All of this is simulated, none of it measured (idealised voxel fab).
Process module in this document: voxel ribs on slabs
The cross-section shown here is cut; it is 155 nm wide and divided into square cells measuring 5 nm on a side.
When this document writes out a cross-section, it uses a grid of square cells and lists it as bands, beginning at the top and moving down, with a band standing for one or more rows of cells. For a band, the entry starts with two heights in nm, that of the top and then that of the bottom, and carries on with the band's materials in order from left to right, each alongside its width in nm; the word "everywhere" beside a single material means it fills the band edge to edge, and "blank" means empty space. Ref level 0: as-received wafer is one material below here. Bottom band extends down with no lower bound ("0 -> down"). So if you see something like "30 to 40" for the width, read it as the top row of the band sitting at the first number and the bottom row at the second, with every row in between moving by the same amount as the last. Reading "nothing changed" for a step: not a cell of the cross-section changed in it. The label "Closed internal cavities" introduces a list of the empty spaces, 8 cells or larger, that have no open way up to the top; each entry in it reads width x height at distance, where the distance is taken from the left edge and all three are stated in nm. Note: text after step settings on the step line = simulator remark on that step. overlay nm: right-of-plan distance of the mask on a masked step; negative values mean left-of-plan.

The following list gives the planned process steps:
1,RECEIVE, material Si
2,DIRECTIONAL_DEP, material SiO2, thk nm 30
3,DIRECTIONAL_DEP, material polySi, thk nm 20
4,PATTERN, tone cover, mask id RIB, material resist, width nm 15, thk nm 15, overlay nm 0
5,DIRECTIONAL_ETCH, etch materials polySi, depth nm 10
6,STRIP, etch materials resist
7,DIRECTIONAL_DEP, material aC, thk nm 15
8,PATTERN, tone cover, mask id SLAB, material resist, width nm 75, thk nm 35, overlay nm 0
9,DIRECTIONAL_ETCH, etch materials aC, depth nm 15
10,STRIP, etch materials resist
11,DIRECTIONAL_ETCH, etch materials polySi, depth nm 10
12,STRIP, etch materials aC
13,FILL_DEP, material SiO2, thk nm 25
14,CMP, height nm 65
15,DIRECTIONAL_DEP, material W, thk nm 10
16,PATTERN, tone cover, mask id HEATER, material resist, width nm 25, thk nm 15, overlay nm 0
17,DIRECTIONAL_ETCH, etch materials W, depth nm 10
18,STRIP, etch materials resist
19,CONFORMAL_DEP, material SiO2, thk nm 5

as received, after step 1:
- 0 -> down | Si everywhere
- Closed internal cavities: none

Final wafer profile in cross-section after the module, from the same start and plan as above, with one mistake made during processing:
- 80 -> 75 | 60 of blank, 35 of SiO2, 60 of blank
- 75 -> 70 | 60 of blank, 5 of SiO2, 25 of W, 5 of SiO2, 60 of blank
- 70 -> 65 | 65 of SiO2, 25 of W, 65 of SiO2
- 65 -> 60 | 70 of SiO2, 15 of polySi, 70 of SiO2
- 60 -> 50 | 40 of SiO2, 75 of polySi, 40 of SiO2
- 50 -> 30 | polySi everywhere
- 30 -> 0 | SiO2 everywhere
- 0 -> down | Si everywhere
- Closed internal cavities: none
The mistake made against the process plan was this: it should be noted that step 3 of the plan was executed twice
